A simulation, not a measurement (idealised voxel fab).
Documented hereafter: the process module known as voxel tone inversion.
In the cross-section labelled cut, the width is 240 nm and each square cell is 5 nm.
In this document a cross-section is written as a grid of square cells. It is given as a series of bands, listed from the top down, and a band is one or more rows of cells.
Heads up on the band format: heights come first, top then bottom, in nm. After that it's the materials left to right, each with its width in nm. A single material flagged "throughout" fills the whole band edge to edge, and "air" means there's empty space there.
Height datum 0, below which the as-received substrate wafer is one material. Lowest band open at the bottom, running downward: "0 -> down".
With a width like "30..40", each row of cells in the band differs from the next by the same amount, the top row carrying the first number and the bottom row the second.
No cell of the cross-section changed in a step that is given as "no change occurred".
"Encapsulated voids" lists enclosed empty spaces (at least 8 cells, no open path upward to the top), each as width x height at distance from the left edge, in nm.
Text after the settings on a step's line: the simulator's own remark on that step.
overlay nm: mask right of planned place by this much (step with mask). Neg. = left.
Layout of what follows: cross-section pairs, each bracketing one process step, the after cross-section shown only to the lowest band that changed, the step between and its settings noted under each pair. Pairs may originate in different runs of this module on the same starting wafer; a pair continues from the pair above only where its entry headed "Ex-ante state" says so.
## Ex-ante state
* 0 -> down | Si throughout
* Encapsulated voids: none
## State After Step
* 5 -> 0 | SiN throughout
* Whatever lies below 0 is exactly as it was before.
* Encapsulated voids: none
The transition between the preceding cross-sections is accomplished by CONFORMAL_DEP [material SiN] [thk nm 5]
Ex-ante state: The cross-section prior to this step is the one presented after the step of the pair immediately above.
## State After Step
* 25 -> 5 | aC throughout
* Whatever lies below 5 is exactly as it was before.
* Encapsulated voids: none
The transition between the preceding cross-sections is accomplished by DIRECTIONAL_DEP [material aC] [thk nm 20]
Ex-ante state: The cross-section prior to this step is the one presented after the step of the pair immediately above.
## State After Step
* 55 -> 25 | air 45; resist 15; air 30; resist 15; air 30; resist 15; air 30; resist 15; air 45
* Whatever lies below 25 is exactly as it was before.
* Encapsulated voids: none
The transition between the preceding cross-sections is accomplished by PATTERN [tone cover] [mask id POSTS] [material resist] [width nm 15] [pitch nm 45] [thk nm 30] [overlay nm 0]
Ex-ante state: The cross-section prior to this step is the one presented after the step of the pair immediately above.
## State After Step
* 35 -> 25 | air 45; resist 15; air 30; resist 15; air 30; resist 15; air 30; resist 15; air 45
* 25 -> 5 | air 45; aC 15; air 30; aC 15; air 30; aC 15; air 30; aC 15; air 45
* Whatever lies below 5 is exactly as it was before.
* Encapsulated voids: none
The transition between the preceding cross-sections is accomplished by DIRECTIONAL_ETCH [etch materials aC] [depth nm 20]
Ex-ante state: The cross-section prior to this step is the one presented after the step of the pair immediately above.
## State After Step
* 25 -> 5 | air 45; aC 15; air 30; aC 15; air 30; aC 15; air 30; aC 15; air 45
* Whatever lies below 5 is exactly as it was before.
* Encapsulated voids: none
The transition between the preceding cross-sections is accomplished by STRIP [etch materials resist]
Ex-ante state: The cross-section prior to this step is the one presented after the step of the pair immediately above.
## State After Step
* 30 -> 25 | SiO2 throughout
* 25 -> 5 | SiO2 45; aC 15; SiO2 30; aC 15; SiO2 30; aC 15; SiO2 30; aC 15; SiO2 45
* Whatever lies below 5 is exactly as it was before.
* Encapsulated voids: none
The transition between the preceding cross-sections is accomplished by FILL_DEP [material SiO2] [thk nm 5]
Ex-ante state: The cross-section prior to this step is the one presented after the step of the pair immediately above.
## State After Step
* 25 -> 5 | SiO2 45; aC 15; SiO2 30; aC 15; SiO2 30; aC 15; SiO2 30; aC 15; SiO2 45
* Whatever lies below 5 is exactly as it was before.
* Encapsulated voids: none
The transition between the preceding cross-sections is accomplished by CMP [height nm 25]
Ex-ante state: The cross-section prior to this step is the one presented after the step of the pair immediately above.
## State After Step
* 25 -> 5 | SiO2 45; air 15; SiO2 30; air 15; SiO2 30; air 15; SiO2 30; air 15; SiO2 45
* Whatever lies below 5 is exactly as it was before.
* Encapsulated voids: none
The transition between the preceding cross-sections is accomplished by STRIP [etch materials aC]
Ex-ante state: The cross-section prior to this step is the one presented after the step of the pair immediately above.
## State After Step
* 30 -> 25 | TiN 50; air 5; TiN 40; air 5; TiN 40; air 5; TiN 40; air 5; TiN 50
* 25 -> 10 | SiO2 45; TiN 5; air 5; TiN 5; SiO2 30; TiN 5; air 5; TiN 5; SiO2 30; TiN 5; air 5; TiN 5; SiO2 30; TiN 5; air 5; TiN 5; SiO2 45
* 10 -> 5 | SiO2 45; TiN 15; SiO2 30; TiN 15; SiO2 30; TiN 15; SiO2 30; TiN 15; SiO2 45
* Whatever lies below 5 is exactly as it was before.
* Encapsulated voids: none
The transition between the preceding cross-sections is accomplished by CONFORMAL_DEP [material TiN] [thk nm 5]
Ex-ante state: The cross-section prior to this step is the one presented after the step of the pair immediately above.
## State After Step
* 35 -> 30 | Ru throughout
* 30 -> 25 | TiN 50; Ru 5; TiN 40; Ru 5; TiN 40; Ru 5; TiN 40; Ru 5; TiN 50
* 25 -> 10 | SiO2 45; TiN 5; Ru 5; TiN 5; SiO2 30; TiN 5; Ru 5; TiN 5; SiO2 30; TiN 5; Ru 5; TiN 5; SiO2 30; TiN 5; Ru 5; TiN 5; SiO2 45
* Whatever lies below 10 is exactly as it was before.
* Encapsulated voids: none
The transition between the preceding cross-sections is accomplished by FILL_DEP [material Ru] [thk nm 5]
Ex-ante state: The cross-section prior to this step is the one presented after the step of the pair immediately above.
## State After Step
* 25 -> 10 | SiO2 45; TiN 5; Ru 5; TiN 5; SiO2 30; TiN 5; Ru 5; TiN 5; SiO2 30; TiN 5; Ru 5; TiN 5; SiO2 30; TiN 5; Ru 5; TiN 5; SiO2 45
* Whatever lies below 10 is exactly as it was before.
* Encapsulated voids: none
The transition between the preceding cross-sections is accomplished by CMP [height nm 25]
Ex-ante state: The cross-section prior to this step is the one presented after the step of the pair immediately above.
## State After Step
* 30 -> 25 | SiN throughout
* Whatever lies below 25 is exactly as it was before.
* Encapsulated voids: none
The transition between the preceding cross-sections is accomplished by CONFORMAL_DEP [material SiN] [thk nm 5]
## Ex-ante state
* 0 -> down | Si throughout
* Encapsulated voids: none
## State After Step
* 20 -> 0 | aC throughout
* Whatever lies below 0 is exactly as it was before.
* Encapsulated voids: none
The transition between the preceding cross-sections is accomplished by DIRECTIONAL_DEP [material aC] [thk nm 20]
Ex-ante state: The cross-section prior to this step is the one presented after the step of the pair immediately above.
## State After Step
* 50 -> 20 | air 45; resist 15; air 30; resist 15; air 30; resist 15; air 30; resist 15; air 45
* Whatever lies below 20 is exactly as it was before.
* Encapsulated voids: none
The transition between the preceding cross-sections is accomplished by PATTERN [tone cover] [mask id POSTS] [material resist] [width nm 15] [pitch nm 45] [thk nm 30] [overlay nm 0]
Ex-ante state: The cross-section prior to this step is the one presented after the step of the pair immediately above.
## State After Step
* 30 -> 20 | air 45; resist 15; air 30; resist 15; air 30; resist 15; air 30; resist 15; air 45
* 20 -> 0 | air 45; aC 15; air 30; aC 15; air 30; aC 15; air 30; aC 15; air 45
* Whatever lies below 0 is exactly as it was before.
* Encapsulated voids: none
The transition between the preceding cross-sections is accomplished by DIRECTIONAL_ETCH [etch materials aC] [depth nm 20]
Ex-ante state: The cross-section prior to this step is the one presented after the step of the pair immediately above.
## State After Step
* 20 -> 0 | air 45; aC 15; air 30; aC 15; air 30; aC 15; air 30; aC 15; air 45
* Whatever lies below 0 is exactly as it was before.
* Encapsulated voids: none
The transition between the preceding cross-sections is accomplished by STRIP [etch materials resist]
Ex-ante state: The cross-section prior to this step is the one presented after the step of the pair immediately above.
## State After Step
* 25 -> 20 | SiO2 throughout
* 20 -> 0 | SiO2 45; aC 15; SiO2 30; aC 15; SiO2 30; aC 15; SiO2 30; aC 15; SiO2 45
* Whatever lies below 0 is exactly as it was before.
* Encapsulated voids: none
The transition between the preceding cross-sections is accomplished by FILL_DEP [material SiO2] [thk nm 5]
Ex-ante state: The cross-section prior to this step is the one presented after the step of the pair immediately above.
## State After Step
* 30 -> 25 | TiN throughout
* Whatever lies below 25 is exactly as it was before.
* Encapsulated voids: none
The transition between the preceding cross-sections is accomplished by CONFORMAL_DEP [material TiN] [thk nm 5]
Ex-ante state: The cross-section prior to this step is the one presented after the step of the pair immediately above.
## State After Step
* 35 -> 30 | Ru throughout
* Whatever lies below 30 is exactly as it was before.
* Encapsulated voids: none
The transition between the preceding cross-sections is accomplished by FILL_DEP [material Ru] [thk nm 5]
Ex-ante state: The cross-section prior to this step is the one presented after the step of the pair immediately above.
## State After Step
* 25 -> 20 | SiO2 throughout
* Whatever lies below 20 is exactly as it was before.
* Encapsulated voids: none
The transition between the preceding cross-sections is accomplished by CMP [height nm 25]
Ex-ante state: The cross-section prior to this step is the one presented after the step of the pair immediately above.
## State After Step
* 30 -> 25 | SiN throughout
* Whatever lies below 25 is exactly as it was before.
* Encapsulated voids: none
The transition between the preceding cross-sections is accomplished by CONFORMAL_DEP [material SiN] [thk nm 5]
## Ex-ante state
* 20 -> 0 | aC throughout
* 0 -> down | Si throughout
* Encapsulated voids: none
## State After Step
* 25 -> 20 | SiN throughout
* Whatever lies below 20 is exactly as it was before.
* Encapsulated voids: none
The transition between the preceding cross-sections is accomplished by CONFORMAL_DEP [material SiN] [thk nm 5]
Ex-ante state: The cross-section prior to this step is the one presented after the step of the pair immediately above.
## State After Step
* 55 -> 25 | air 45; resist 15; air 30; resist 15; air 30; resist 15; air 30; resist 15; air 45
* Whatever lies below 25 is exactly as it was before.
* Encapsulated voids: none
The transition between the preceding cross-sections is accomplished by PATTERN [tone cover] [mask id POSTS] [material resist] [width nm 15] [pitch nm 45] [thk nm 30] [overlay nm 0]
Ex-ante state: The cross-section prior to this step is the one presented after the step of the pair immediately above.
## State After Step
* 35 -> 25 | air 45; resist 15; air 30; resist 15; air 30; resist 15; air 30; resist 15; air 45
* Whatever lies below 25 is exactly as it was before.
* Encapsulated voids: none
The transition between the preceding cross-sections is accomplished by DIRECTIONAL_ETCH [etch materials aC] [depth nm 20]
Ex-ante state: The cross-section prior to this step is the one presented after the step of the pair immediately above.
## State After Step
* 25 -> 20 | SiN throughout
* Whatever lies below 20 is exactly as it was before.
* Encapsulated voids: none
The transition between the preceding cross-sections is accomplished by STRIP [etch materials resist]
Ex-ante state: The cross-section prior to this step is the one presented after the step of the pair immediately above.
## State After Step
* 30 -> 25 | SiO2 throughout
* Whatever lies below 25 is exactly as it was before.
* Encapsulated voids: none
The transition between the preceding cross-sections is accomplished by FILL_DEP [material SiO2] [thk nm 5]
Ex-ante state: The cross-section prior to this step is the one presented after the step of the pair immediately above.
## State After Step
* 25 -> 20 | SiN throughout
* Whatever lies below 20 is exactly as it was before.
* Encapsulated voids: none
The transition between the preceding cross-sections is accomplished by CMP [height nm 25]
Ex-ante state: The cross-section prior to this step is the one presented after the step of the pair immediately above.
## State After Step
* 30 -> 25 | TiN throughout
* Whatever lies below 25 is exactly as it was before.
* Encapsulated voids: none
The transition between the preceding cross-sections is accomplished by CONFORMAL_DEP [material TiN] [thk nm 5]
Ex-ante state: The cross-section prior to this step is the one presented after the step of the pair immediately above.
## State After Step
* 35 -> 30 | Ru throughout
* Whatever lies below 30 is exactly as it was before.
* Encapsulated voids: none
The transition between the preceding cross-sections is accomplished by FILL_DEP [material Ru] [thk nm 5]
Ex-ante state: The cross-section prior to this step is the one presented after the step of the pair immediately above.
## State After Step
* 25 -> 20 | SiN throughout
* Whatever lies below 20 is exactly as it was before.
* Encapsulated voids: none
The transition between the preceding cross-sections is accomplished by CMP [height nm 25]
Ex-ante state: The cross-section prior to this step is the one presented after the step of the pair immediately above.
## State After Step
* 30 -> 20 | SiN throughout
* Whatever lies below 20 is exactly as it was before.
* Encapsulated voids: none
The transition between the preceding cross-sections is accomplished by CONFORMAL_DEP [material SiN] [thk nm 5]
## Ex-ante state
* 30 -> 25 | SiO2 throughout
* 25 -> 5 | SiO2 45; aC 15; SiO2 30; aC 15; SiO2 30; aC 15; SiO2 30; aC 15; SiO2 45
* 5 -> 0 | SiN throughout
* 0 -> down | Si throughout
* Encapsulated voids: none
## State After Step
* 20 -> 5 | SiO2 45; aC 15; SiO2 30; aC 15; SiO2 30; aC 15; SiO2 30; aC 15; SiO2 45
* Whatever lies below 5 is exactly as it was before.
* Encapsulated voids: none
The transition between the preceding cross-sections is accomplished by CMP [height nm 20]
Ex-ante state: The cross-section prior to this step is the one presented after the step of the pair immediately above.
## State After Step
* 20 -> 5 | SiO2 45; air 15; SiO2 30; air 15; SiO2 30; air 15; SiO2 30; air 15; SiO2 45
* Whatever lies below 5 is exactly as it was before.
* Encapsulated voids: none
The transition between the preceding cross-sections is accomplished by STRIP [etch materials aC]
Ex-ante state: The cross-section prior to this step is the one presented after the step of the pair immediately above.
## State After Step
* 25 -> 20 | TiN 50; air 5; TiN 40; air 5; TiN 40; air 5; TiN 40; air 5; TiN 50
* 20 -> 10 | SiO2 45; TiN 5; air 5; TiN 5; SiO2 30; TiN 5; air 5; TiN 5; SiO2 30; TiN 5; air 5; TiN 5; SiO2 30; TiN 5; air 5; TiN 5; SiO2 45
* 10 -> 5 | SiO2 45; TiN 15; SiO2 30; TiN 15; SiO2 30; TiN 15; SiO2 30; TiN 15; SiO2 45
* Whatever lies below 5 is exactly as it was before.
* Encapsulated voids: none
The transition between the preceding cross-sections is accomplished by CONFORMAL_DEP [material TiN] [thk nm 5]
Ex-ante state: The cross-section prior to this step is the one presented after the step of the pair immediately above.
## State After Step
* 30 -> 25 | Ru throughout
* 25 -> 20 | TiN 50; Ru 5; TiN 40; Ru 5; TiN 40; Ru 5; TiN 40; Ru 5; TiN 50
* 20 -> 10 | SiO2 45; TiN 5; Ru 5; TiN 5; SiO2 30; TiN 5; Ru 5; TiN 5; SiO2 30; TiN 5; Ru 5; TiN 5; SiO2 30; TiN 5; Ru 5; TiN 5; SiO2 45
* Whatever lies below 10 is exactly as it was before.
* Encapsulated voids: none
The transition between the preceding cross-sections is accomplished by FILL_DEP [material Ru] [thk nm 5]
Ex-ante state: The cross-section prior to this step is the one presented after the step of the pair immediately above.
## State After Step
* 25 -> 20 | TiN 50; Ru 5; TiN 40; Ru 5; TiN 40; Ru 5; TiN 40; Ru 5; TiN 50
* Whatever lies below 20 is exactly as it was before.
* Encapsulated voids: none
The transition between the preceding cross-sections is accomplished by CMP [height nm 25]
Ex-ante state: The cross-section prior to this step is the one presented after the step of the pair immediately above.
## State After Step
* 30 -> 25 | SiN throughout
* Whatever lies below 25 is exactly as it was before.
* Encapsulated voids: none
The transition between the preceding cross-sections is accomplished by CONFORMAL_DEP [material SiN] [thk nm 5]
## Ex-ante state
* 25 -> 5 | aC throughout
* 5 -> 0 | SiN throughout
* 0 -> down | Si throughout
* Encapsulated voids: none
## State After Step
* 55 -> 25 | air 45; resist 20; air 25; resist 20; air 25; resist 20; air 25; resist 20; air 40
* Whatever lies below 25 is exactly as it was before.
* Encapsulated voids: none
The transition between the preceding cross-sections is accomplished by PATTERN [tone cover] [mask id POSTS] [material resist] [width nm 20] [pitch nm 45] [thk nm 30] [overlay nm 0]
Ex-ante state: The cross-section prior to this step is the one presented after the step of the pair immediately above.
## State After Step
* 35 -> 25 | air 45; resist 20; air 25; resist 20; air 25; resist 20; air 25; resist 20; air 40
* 25 -> 5 | air 45; aC 20; air 25; aC 20; air 25; aC 20; air 25; aC 20; air 40
* Whatever lies below 5 is exactly as it was before.
* Encapsulated voids: none
The transition between the preceding cross-sections is accomplished by DIRECTIONAL_ETCH [etch materials aC] [depth nm 20]
Ex-ante state: The cross-section prior to this step is the one presented after the step of the pair immediately above.
## State After Step
* 25 -> 5 | air 45; aC 20; air 25; aC 20; air 25; aC 20; air 25; aC 20; air 40
* Whatever lies below 5 is exactly as it was before.
* Encapsulated voids: none
The transition between the preceding cross-sections is accomplished by STRIP [etch materials resist]
Ex-ante state: The cross-section prior to this step is the one presented after the step of the pair immediately above.
## State After Step
* 30 -> 25 | SiO2 throughout
* 25 -> 5 | SiO2 45; aC 20; SiO2 25; aC 20; SiO2 25; aC 20; SiO2 25; aC 20; SiO2 40
* Whatever lies below 5 is exactly as it was before.
* Encapsulated voids: none
The transition between the preceding cross-sections is accomplished by FILL_DEP [material SiO2] [thk nm 5]
Ex-ante state: The cross-section prior to this step is the one presented after the step of the pair immediately above.
## State After Step
* 25 -> 5 | SiO2 45; aC 20; SiO2 25; aC 20; SiO2 25; aC 20; SiO2 25; aC 20; SiO2 40
* Whatever lies below 5 is exactly as it was before.
* Encapsulated voids: none
The transition between the preceding cross-sections is accomplished by CMP [height nm 25]
Ex-ante state: The cross-section prior to this step is the one presented after the step of the pair immediately above.
## State After Step
* 25 -> 5 | SiO2 45; air 20; SiO2 25; air 20; SiO2 25; air 20; SiO2 25; air 20; SiO2 40
* Whatever lies below 5 is exactly as it was before.
* Encapsulated voids: none
The transition between the preceding cross-sections is accomplished by STRIP [etch materials aC]
Ex-ante state: The cross-section prior to this step is the one presented after the step of the pair immediately above.
## State After Step
* 30 -> 25 | TiN 50; air 10; TiN 35; air 10; TiN 35; air 10; TiN 35; air 10; TiN 45
* 25 -> 10 | SiO2 45; TiN 5; air 10; TiN 5; SiO2 25; TiN 5; air 10; TiN 5; SiO2 25; TiN 5; air 10; TiN 5; SiO2 25; TiN 5; air 10; TiN 5; SiO2 40
* 10 -> 5 | SiO2 45; TiN 20; SiO2 25; TiN 20; SiO2 25; TiN 20; SiO2 25; TiN 20; SiO2 40
* Whatever lies below 5 is exactly as it was before.
* Encapsulated voids: none
The transition between the preceding cross-sections is accomplished by CONFORMAL_DEP [material TiN] [thk nm 5]
Ex-ante state: The cross-section prior to this step is the one presented after the step of the pair immediately above.
## State After Step
* 35 -> 30 | Ru throughout
* 30 -> 25 | TiN 50; Ru 10; TiN 35; Ru 10; TiN 35; Ru 10; TiN 35; Ru 10; TiN 45
* 25 -> 10 | SiO2 45; TiN 5; Ru 10; TiN 5; SiO2 25; TiN 5; Ru 10; TiN 5; SiO2 25; TiN 5; Ru 10; TiN 5; SiO2 25; TiN 5; Ru 10; TiN 5; SiO2 40
* Whatever lies below 10 is exactly as it was before.
* Encapsulated voids: none
The transition between the preceding cross-sections is accomplished by FILL_DEP [material Ru] [thk nm 5]
Ex-ante state: The cross-section prior to this step is the one presented after the step of the pair immediately above.
## State After Step
* 25 -> 10 | SiO2 45; TiN 5; Ru 10; TiN 5; SiO2 25; TiN 5; Ru 10; TiN 5; SiO2 25; TiN 5; Ru 10; TiN 5; SiO2 25; TiN 5; Ru 10; TiN 5; SiO2 40
* Whatever lies below 10 is exactly as it was before.
* Encapsulated voids: none
The transition between the preceding cross-sections is accomplished by CMP [height nm 25]
Ex-ante state: The cross-section prior to this step is the one presented after the step of the pair immediately above.
## State After Step
* 30 -> 25 | SiN throughout
* Whatever lies below 25 is exactly as it was before.
* Encapsulated voids: none
The transition between the preceding cross-sections is accomplished by CONFORMAL_DEP [material SiN] [thk nm 5]
## Ex-ante state
* 25 -> 5 | aC throughout
* 5 -> 0 | SiN throughout
* 0 -> down | Si throughout
* Encapsulated voids: none
## State After Step
* 55 -> 25 | air 55; resist 15; air 30; resist 15; air 30; resist 15; air 30; resist 15; air 35
* Whatever lies below 25 is exactly as it was before.
* Encapsulated voids: none
The transition between the preceding cross-sections is accomplished by PATTERN [tone cover] [mask id POSTS] [material resist] [width nm 15] [pitch nm 45] [thk nm 30] [overlay nm 10]
Ex-ante state: The cross-section prior to this step is the one presented after the step of the pair immediately above.
## State After Step
* 35 -> 25 | air 55; resist 15; air 30; resist 15; air 30; resist 15; air 30; resist 15; air 35
* 25 -> 5 | air 55; aC 15; air 30; aC 15; air 30; aC 15; air 30; aC 15; air 35
* Whatever lies below 5 is exactly as it was before.
* Encapsulated voids: none
The transition between the preceding cross-sections is accomplished by DIRECTIONAL_ETCH [etch materials aC] [depth nm 20]
Ex-ante state: The cross-section prior to this step is the one presented after the step of the pair immediately above.
## State After Step
* 25 -> 5 | air 55; aC 15; air 30; aC 15; air 30; aC 15; air 30; aC 15; air 35
* Whatever lies below 5 is exactly as it was before.
* Encapsulated voids: none
The transition between the preceding cross-sections is accomplished by STRIP [etch materials resist]
Ex-ante state: The cross-section prior to this step is the one presented after the step of the pair immediately above.
## State After Step
* 30 -> 25 | SiO2 throughout
* 25 -> 5 | SiO2 55; aC 15; SiO2 30; aC 15; SiO2 30; aC 15; SiO2 30; aC 15; SiO2 35
* Whatever lies below 5 is exactly as it was before.
* Encapsulated voids: none
The transition between the preceding cross-sections is accomplished by FILL_DEP [material SiO2] [thk nm 5]
Ex-ante state: The cross-section prior to this step is the one presented after the step of the pair immediately above.
## State After Step
* 25 -> 5 | SiO2 55; aC 15; SiO2 30; aC 15; SiO2 30; aC 15; SiO2 30; aC 15; SiO2 35
* Whatever lies below 5 is exactly as it was before.
* Encapsulated voids: none
The transition between the preceding cross-sections is accomplished by CMP [height nm 25]
Ex-ante state: The cross-section prior to this step is the one presented after the step of the pair immediately above.
## State After Step
* 25 -> 5 | SiO2 55; air 15; SiO2 30; air 15; SiO2 30; air 15; SiO2 30; air 15; SiO2 35
* Whatever lies below 5 is exactly as it was before.
* Encapsulated voids: none
The transition between the preceding cross-sections is accomplished by STRIP [etch materials aC]
Ex-ante state: The cross-section prior to this step is the one presented after the step of the pair immediately above.
## State After Step
* 30 -> 25 | TiN 60; air 5; TiN 40; air 5; TiN 40; air 5; TiN 40; air 5; TiN 40
* 25 -> 10 | SiO2 55; TiN 5; air 5; TiN 5; SiO2 30; TiN 5; air 5; TiN 5; SiO2 30; TiN 5; air 5; TiN 5; SiO2 30; TiN 5; air 5; TiN 5; SiO2 35
* 10 -> 5 | SiO2 55; TiN 15; SiO2 30; TiN 15; SiO2 30; TiN 15; SiO2 30; TiN 15; SiO2 35
* Whatever lies below 5 is exactly as it was before.
* Encapsulated voids: none
The transition between the preceding cross-sections is accomplished by CONFORMAL_DEP [material TiN] [thk nm 5]
Ex-ante state: The cross-section prior to this step is the one presented after the step of the pair immediately above.
## State After Step
* 35 -> 30 | Ru throughout
* 30 -> 25 | TiN 60; Ru 5; TiN 40; Ru 5; TiN 40; Ru 5; TiN 40; Ru 5; TiN 40
* 25 -> 10 | SiO2 55; TiN 5; Ru 5; TiN 5; SiO2 30; TiN 5; Ru 5; TiN 5; SiO2 30; TiN 5; Ru 5; TiN 5; SiO2 30; TiN 5; Ru 5; TiN 5; SiO2 35
* Whatever lies below 10 is exactly as it was before.
* Encapsulated voids: none
The transition between the preceding cross-sections is accomplished by FILL_DEP [material Ru] [thk nm 5]
Ex-ante state: The cross-section prior to this step is the one presented after the step of the pair immediately above.
## State After Step
* 25 -> 10 | SiO2 55; TiN 5; Ru 5; TiN 5; SiO2 30; TiN 5; Ru 5; TiN 5; SiO2 30; TiN 5; Ru 5; TiN 5; SiO2 30; TiN 5; Ru 5; TiN 5; SiO2 35
* Whatever lies below 10 is exactly as it was before.
* Encapsulated voids: none
The transition between the preceding cross-sections is accomplished by CMP [height nm 25]
Ex-ante state: The cross-section prior to this step is the one presented after the step of the pair immediately above.
## State After Step
* 30 -> 25 | SiN throughout
* Whatever lies below 25 is exactly as it was before.
* Encapsulated voids: none
The transition between the preceding cross-sections is accomplished by CONFORMAL_DEP [material SiN] [thk nm 5]
## Ex-ante state
* 25 -> 10 | SiO2 45; TiN 5; Ru 5; TiN 5; SiO2 30; TiN 5; Ru 5; TiN 5; SiO2 30; TiN 5; Ru 5; TiN 5; SiO2 30; TiN 5; Ru 5; TiN 5; SiO2 45
* 10 -> 5 | SiO2 45; TiN 15; SiO2 30; TiN 15; SiO2 30; TiN 15; SiO2 30; TiN 15; SiO2 45
* 5 -> 0 | SiN throughout
* 0 -> down | Si throughout
* Encapsulated voids: none
## State After Step
* 30 -> 25 | Ru throughout
* Whatever lies below 25 is exactly as it was before.
* Encapsulated voids: none
The transition between the preceding cross-sections is accomplished by CONFORMAL_DEP [material Ru] [thk nm 5]
## Ex-ante state
* 25 -> 5 | aC throughout
* 5 -> 0 | SiN throughout
* 0 -> down | Si throughout
* Encapsulated voids: none
## State After Step
* 55 -> 25 | resist 45; air 15; resist 30; air 15; resist 30; air 15; resist 30; air 15; resist 45
* Whatever lies below 25 is exactly as it was before.
* Encapsulated voids: none
The transition between the preceding cross-sections is accomplished by PATTERN [tone open] [mask id POSTS] [material resist] [width nm 15] [pitch nm 45] [thk nm 30] [overlay nm 0]
Ex-ante state: The cross-section prior to this step is the one presented after the step of the pair immediately above.
## State After Step
* 35 -> 25 | resist 45; air 15; resist 30; air 15; resist 30; air 15; resist 30; air 15; resist 45
* 25 -> 5 | aC 45; air 15; aC 30; air 15; aC 30; air 15; aC 30; air 15; aC 45
* Whatever lies below 5 is exactly as it was before.
* Encapsulated voids: none
The transition between the preceding cross-sections is accomplished by DIRECTIONAL_ETCH [etch materials aC] [depth nm 20]
Ex-ante state: The cross-section prior to this step is the one presented after the step of the pair immediately above.
## State After Step
* 25 -> 5 | aC 45; air 15; aC 30; air 15; aC 30; air 15; aC 30; air 15; aC 45
* Whatever lies below 5 is exactly as it was before.
* Encapsulated voids: none
The transition between the preceding cross-sections is accomplished by STRIP [etch materials resist]
Ex-ante state: The cross-section prior to this step is the one presented after the step of the pair immediately above.
## State After Step
* 30 -> 25 | SiO2 throughout
* 25 -> 5 | aC 45; SiO2 15; aC 30; SiO2 15; aC 30; SiO2 15; aC 30; SiO2 15; aC 45
* Whatever lies below 5 is exactly as it was before.
* Encapsulated voids: none
The transition between the preceding cross-sections is accomplished by FILL_DEP [material SiO2] [thk nm 5]
Ex-ante state: The cross-section prior to this step is the one presented after the step of the pair immediately above.
## State After Step
* 25 -> 5 | aC 45; SiO2 15; aC 30; SiO2 15; aC 30; SiO2 15; aC 30; SiO2 15; aC 45
* Whatever lies below 5 is exactly as it was before.
* Encapsulated voids: none
The transition between the preceding cross-sections is accomplished by CMP [height nm 25]
Ex-ante state: The cross-section prior to this step is the one presented after the step of the pair immediately above.
## State After Step
* 25 -> 5 | air 45; SiO2 15; air 30; SiO2 15; air 30; SiO2 15; air 30; SiO2 15; air 45
* Whatever lies below 5 is exactly as it was before.
* Encapsulated voids: none
The transition between the preceding cross-sections is accomplished by STRIP [etch materials aC]
Ex-ante state: The cross-section prior to this step is the one presented after the step of the pair immediately above.
## State After Step
* 30 -> 25 | air 40; TiN 25; air 20; TiN 25; air 20; TiN 25; air 20; TiN 25; air 40
* 25 -> 10 | air 40; TiN 5; SiO2 15; TiN 5; air 20; TiN 5; SiO2 15; TiN 5; air 20; TiN 5; SiO2 15; TiN 5; air 20; TiN 5; SiO2 15; TiN 5; air 40
* 10 -> 5 | TiN 45; SiO2 15; TiN 30; SiO2 15; TiN 30; SiO2 15; TiN 30; SiO2 15; TiN 45
* Whatever lies below 5 is exactly as it was before.
* Encapsulated voids: none
The transition between the preceding cross-sections is accomplished by CONFORMAL_DEP [material TiN] [thk nm 5]
Ex-ante state: The cross-section prior to this step is the one presented after the step of the pair immediately above.
## State After Step
* 35 -> 30 | Ru throughout
* 30 -> 25 | Ru 40; TiN 25; Ru 20; TiN 25; Ru 20; TiN 25; Ru 20; TiN 25; Ru 40
* 25 -> 10 | Ru 40; TiN 5; SiO2 15; TiN 5; Ru 20; TiN 5; SiO2 15; TiN 5; Ru 20; TiN 5; SiO2 15; TiN 5; Ru 20; TiN 5; SiO2 15; TiN 5; Ru 40
* Whatever lies below 10 is exactly as it was before.
* Encapsulated voids: none
The transition between the preceding cross-sections is accomplished by FILL_DEP [material Ru] [thk nm 5]
Ex-ante state: The cross-section prior to this step is the one presented after the step of the pair immediately above.
## State After Step
* 25 -> 10 | Ru 40; TiN 5; SiO2 15; TiN 5; Ru 20; TiN 5; SiO2 15; TiN 5; Ru 20; TiN 5; SiO2 15; TiN 5; Ru 20; TiN 5; SiO2 15; TiN 5; Ru 40
* Whatever lies below 10 is exactly as it was before.
* Encapsulated voids: none
The transition between the preceding cross-sections is accomplished by CMP [height nm 25]
Ex-ante state: The cross-section prior to this step is the one presented after the step of the pair immediately above.
## State After Step
* 30 -> 25 | SiN throughout
* Whatever lies below 25 is exactly as it was before.
* Encapsulated voids: none
The transition between the preceding cross-sections is accomplished by CONFORMAL_DEP [material SiN] [thk nm 5]
